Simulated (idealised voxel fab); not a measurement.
process module | voxel gate over fins
cross-section cut | 240 nm wide | cells 5 nm
A cross-section is a grid of square cells, given in bands from the top down. A band is one or more rows of cells.
Each band's line starts with the height of the band's top and of its bottom, in nm. Then come its materials from left to right, each with its width in nm. One material with "throughout" fills the band from edge to edge. "air" is empty space.
Height 0 is the level under which the wafer as received is all one material. The lowest band goes on downwards, as in "0 down".
A width such as "30 to 40" changes by the same amount from each row of cells to the next, from the band's top row to its bottom row.
"no change" after a step means that no cell of the cross-section changed.
closed voids: empty space of 8 cells or more with no open way to the top, each as width x height at its distance from the left edge, in nm
after a step's settings: what the simulator itself notes on the step
overlay nm, on a step with a mask: how far to the right of its planned place the mask lay; to the left if negative
plan
1 op RECEIVE | material Si
2 op CONFORMAL_DEP | material SiN | thk nm 5
3 op PATTERN | tone cover | mask id FINS | material resist | width nm 15 | pitch nm 60 | thk nm 20 | overlay nm 0
4 op DIRECTIONAL_ETCH | etch materials SiN | depth nm 5
5 op DIRECTIONAL_ETCH | etch materials Si | depth nm 40
6 op STRIP | etch materials resist
7 op FILL_DEP | material SiO2 | thk nm 10
8 op CMP | height nm 5
9 op MASKED_ETCH | tone open | mask id RAIL | width nm 15 | etch materials SiO2 | depth nm 40 | overlay nm 0
10 op CONFORMAL_DEP | material TiN | thk nm 5
11 op FILL_DEP | material W | thk nm 10
12 op CMP | height nm 5
13 op SELECTIVE_ETCH | etch materials W Ru TiN | depth nm 30
14 op FILL_DEP | material SiO2 | thk nm 5
15 op CMP | height nm 5
16 op SELECTIVE_ETCH | etch materials SiO2 | depth nm 20
17 op STRIP | etch materials SiN
18 op CONFORMAL_DEP | material HfO2 | thk nm 5
19 op CONFORMAL_DEP | material TiN | thk nm 5
20 op FILL_DEP | material W | thk nm 10
21 op CMP | height nm 15
22 op CONFORMAL_DEP | material SiN | thk nm 10
first wafer, as planned
as received, after step 1
  0 down: Si throughout
  closed voids: none
after step 2
  5 to 0: SiN throughout
  below 0: unchanged
after step 3
  25 to 5: air 20 | resist 15 | air 45 | resist 15 | air 45 | resist 15 | air 45 | resist 15 | air 25
  below 5: unchanged
after step 4
  25 to 5: air 20 | resist 15 | air 45 | resist 15 | air 45 | resist 15 | air 45 | resist 15 | air 25
  5 to 0: air 20 | SiN 15 | air 45 | SiN 15 | air 45 | SiN 15 | air 45 | SiN 15 | air 25
  below 0: unchanged
after step 5
  25 to 5: air 20 | resist 15 | air 45 | resist 15 | air 45 | resist 15 | air 45 | resist 15 | air 25
  5 to 0: air 20 | SiN 15 | air 45 | SiN 15 | air 45 | SiN 15 | air 45 | SiN 15 | air 25
  0 to -40: air 20 | Si 15 | air 45 | Si 15 | air 45 | Si 15 | air 45 | Si 15 | air 25
  below -40: unchanged
after step 6
  5 to 0: air 20 | SiN 15 | air 45 | SiN 15 | air 45 | SiN 15 | air 45 | SiN 15 | air 25
  below 0: unchanged
after step 7
  15 to 5: SiO2 throughout
  5 to 0: SiO2 20 | SiN 15 | SiO2 45 | SiN 15 | SiO2 45 | SiN 15 | SiO2 45 | SiN 15 | SiO2 25
  0 to -40: SiO2 20 | Si 15 | SiO2 45 | Si 15 | SiO2 45 | Si 15 | SiO2 45 | Si 15 | SiO2 25
  below -40: unchanged
after step 8
  5 to 0: SiO2 20 | SiN 15 | SiO2 45 | SiN 15 | SiO2 45 | SiN 15 | SiO2 45 | SiN 15 | SiO2 25
  below 0: unchanged
after step 9
  5 to 0: SiO2 20 | SiN 15 | SiO2 15 | air 15 | SiO2 15 | SiN 15 | SiO2 45 | SiN 15 | SiO2 45 | SiN 15 | SiO2 25
  0 to -35: SiO2 20 | Si 15 | SiO2 15 | air 15 | SiO2 15 | Si 15 | SiO2 45 | Si 15 | SiO2 45 | Si 15 | SiO2 25
  below -35: unchanged
after step 10
  10 to 5: TiN 55 | air 5 | TiN 180
  5 to 0: SiO2 20 | SiN 15 | SiO2 15 | TiN 5 | air 5 | TiN 5 | SiO2 15 | SiN 15 | SiO2 45 | SiN 15 | SiO2 45 | SiN 15 | SiO2 25
  0 to -30: SiO2 20 | Si 15 | SiO2 15 | TiN 5 | air 5 | TiN 5 | SiO2 15 | Si 15 | SiO2 45 | Si 15 | SiO2 45 | Si 15 | SiO2 25
  -30 to -35: SiO2 20 | Si 15 | SiO2 15 | TiN 15 | SiO2 15 | Si 15 | SiO2 45 | Si 15 | SiO2 45 | Si 15 | SiO2 25
  below -35: unchanged
after step 11
  20 to 10: W throughout
  10 to 5: TiN 55 | W 5 | TiN 180
  5 to 0: SiO2 20 | SiN 15 | SiO2 15 | TiN 5 | W 5 | TiN 5 | SiO2 15 | SiN 15 | SiO2 45 | SiN 15 | SiO2 45 | SiN 15 | SiO2 25
  0 to -30: SiO2 20 | Si 15 | SiO2 15 | TiN 5 | W 5 | TiN 5 | SiO2 15 | Si 15 | SiO2 45 | Si 15 | SiO2 45 | Si 15 | SiO2 25
  below -30: unchanged
after step 12
  5 to 0: SiO2 20 | SiN 15 | SiO2 15 | TiN 5 | W 5 | TiN 5 | SiO2 15 | SiN 15 | SiO2 45 | SiN 15 | SiO2 45 | SiN 15 | SiO2 25
  below 0: unchanged
after step 13
  5 to 0: SiO2 20 | SiN 15 | SiO2 15 | air 15 | SiO2 15 | SiN 15 | SiO2 45 | SiN 15 | SiO2 45 | SiN 15 | SiO2 25
  0 to -25: SiO2 20 | Si 15 | SiO2 15 | air 15 | SiO2 15 | Si 15 | SiO2 45 | Si 15 | SiO2 45 | Si 15 | SiO2 25
  below -25: unchanged
after step 14
  10 to 5: SiO2 throughout
  5 to 0: SiO2 20 | SiN 15 | SiO2 45 | SiN 15 | SiO2 45 | SiN 15 | SiO2 45 | SiN 15 | SiO2 25
  0 to -25: SiO2 20 | Si 15 | SiO2 45 | Si 15 | SiO2 45 | Si 15 | SiO2 45 | Si 15 | SiO2 25
  below -25: unchanged
after step 15
  5 to 0: SiO2 20 | SiN 15 | SiO2 45 | SiN 15 | SiO2 45 | SiN 15 | SiO2 45 | SiN 15 | SiO2 25
  below 0: unchanged
after step 16
  5 to 0: air 20 | SiN 15 | air 45 | SiN 15 | air 45 | SiN 15 | air 45 | SiN 15 | air 25
  0 to -15: air 20 | Si 15 | air 45 | Si 15 | air 45 | Si 15 | air 45 | Si 15 | air 25
  below -15: unchanged
after step 17
  0 to -15: air 20 | Si 15 | air 45 | Si 15 | air 45 | Si 15 | air 45 | Si 15 | air 25
  below -15: unchanged
after step 18
  5 to 0: air 15 | HfO2 25 | air 35 | HfO2 25 | air 35 | HfO2 25 | air 35 | HfO2 25 | air 20
  0 to -10: air 15 | HfO2 5 | Si 15 | HfO2 5 | air 35 | HfO2 5 | Si 15 | HfO2 5 | air 35 | HfO2 5 | Si 15 | HfO2 5 | air 35 | HfO2 5 | Si 15 | HfO2 5 | air 20
  -10 to -15: HfO2 20 | Si 15 | HfO2 45 | Si 15 | HfO2 45 | Si 15 | HfO2 45 | Si 15 | HfO2 25
  below -15: unchanged
after step 19
  10 to 5: air 10 | TiN 35 | air 25 | TiN 35 | air 25 | TiN 35 | air 25 | TiN 35 | air 15
  5 to 0: air 10 | TiN 5 | HfO2 25 | TiN 5 | air 25 | TiN 5 | HfO2 25 | TiN 5 | air 25 | TiN 5 | HfO2 25 | TiN 5 | air 25 | TiN 5 | HfO2 25 | TiN 5 | air 15
  0 to -5: air 10 | TiN 5 | HfO2 5 | Si 15 | HfO2 5 | TiN 5 | air 25 | TiN 5 | HfO2 5 | Si 15 | HfO2 5 | TiN 5 | air 25 | TiN 5 | HfO2 5 | Si 15 | HfO2 5 | TiN 5 | air 25 | TiN 5 | HfO2 5 | Si 15 | HfO2 5 | TiN 5 | air 15
  -5 to -10: TiN 15 | HfO2 5 | Si 15 | HfO2 5 | TiN 35 | HfO2 5 | Si 15 | HfO2 5 | TiN 35 | HfO2 5 | Si 15 | HfO2 5 | TiN 35 | HfO2 5 | Si 15 | HfO2 5 | TiN 20
  below -10: unchanged
after step 20
  20 to 10: W throughout
  10 to 5: W 10 | TiN 35 | W 25 | TiN 35 | W 25 | TiN 35 | W 25 | TiN 35 | W 15
  5 to 0: W 10 | TiN 5 | HfO2 25 | TiN 5 | W 25 | TiN 5 | HfO2 25 | TiN 5 | W 25 | TiN 5 | HfO2 25 | TiN 5 | W 25 | TiN 5 | HfO2 25 | TiN 5 | W 15
  0 to -5: W 10 | TiN 5 | HfO2 5 | Si 15 | HfO2 5 | TiN 5 | W 25 | TiN 5 | HfO2 5 | Si 15 | HfO2 5 | TiN 5 | W 25 | TiN 5 | HfO2 5 | Si 15 | HfO2 5 | TiN 5 | W 25 | TiN 5 | HfO2 5 | Si 15 | HfO2 5 | TiN 5 | W 15
  below -5: unchanged
after step 21
  15 to 10: W throughout
  below 10: unchanged
after step 22
  25 to 15: SiN throughout
  below 15: unchanged
second wafer: like start, like plan, one mistake. Through step 17 it matches the first wafer
when step 18 should have ended
  5 to 0: air 15 | TiN 25 | air 35 | TiN 25 | air 35 | TiN 25 | air 35 | TiN 25 | air 20
  0 to -10: air 15 | TiN 5 | Si 15 | TiN 5 | air 35 | TiN 5 | Si 15 | TiN 5 | air 35 | TiN 5 | Si 15 | TiN 5 | air 35 | TiN 5 | Si 15 | TiN 5 | air 20
  -10 to -15: TiN 20 | Si 15 | TiN 45 | Si 15 | TiN 45 | Si 15 | TiN 45 | Si 15 | TiN 25
  below -15: unchanged
when step 19 should have ended
  10 to 5: air 10 | HfO2 35 | air 25 | HfO2 35 | air 25 | HfO2 35 | air 25 | HfO2 35 | air 15
  5 to 0: air 10 | HfO2 5 | TiN 25 | HfO2 5 | air 25 | HfO2 5 | TiN 25 | HfO2 5 | air 25 | HfO2 5 | TiN 25 | HfO2 5 | air 25 | HfO2 5 | TiN 25 | HfO2 5 | air 15
  0 to -5: air 10 | HfO2 5 | TiN 5 | Si 15 | TiN 5 | HfO2 5 | air 25 | HfO2 5 | TiN 5 | Si 15 | TiN 5 | HfO2 5 | air 25 | HfO2 5 | TiN 5 | Si 15 | TiN 5 | HfO2 5 | air 25 | HfO2 5 | TiN 5 | Si 15 | TiN 5 | HfO2 5 | air 15
  -5 to -10: HfO2 15 | TiN 5 | Si 15 | TiN 5 | HfO2 35 | TiN 5 | Si 15 | TiN 5 | HfO2 35 | TiN 5 | Si 15 | TiN 5 | HfO2 35 | TiN 5 | Si 15 | TiN 5 | HfO2 20
  below -10: unchanged
when step 20 should have ended
  20 to 10: W throughout
  10 to 5: W 10 | HfO2 35 | W 25 | HfO2 35 | W 25 | HfO2 35 | W 25 | HfO2 35 | W 15
  5 to 0: W 10 | HfO2 5 | TiN 25 | HfO2 5 | W 25 | HfO2 5 | TiN 25 | HfO2 5 | W 25 | HfO2 5 | TiN 25 | HfO2 5 | W 25 | HfO2 5 | TiN 25 | HfO2 5 | W 15
  0 to -5: W 10 | HfO2 5 | TiN 5 | Si 15 | TiN 5 | HfO2 5 | W 25 | HfO2 5 | TiN 5 | Si 15 | TiN 5 | HfO2 5 | W 25 | HfO2 5 | TiN 5 | Si 15 | TiN 5 | HfO2 5 | W 25 | HfO2 5 | TiN 5 | Si 15 | TiN 5 | HfO2 5 | W 15
  below -5: unchanged
when step 21 should have ended
  15 to 10: W throughout
  below 10: unchanged
when step 22 should have ended
  25 to 15: SiN throughout
  below 15: unchanged
what went wrong: steps 18 and 19 were swapped
at the end the second wafer has, in cells: as many of each material as the first, in other places
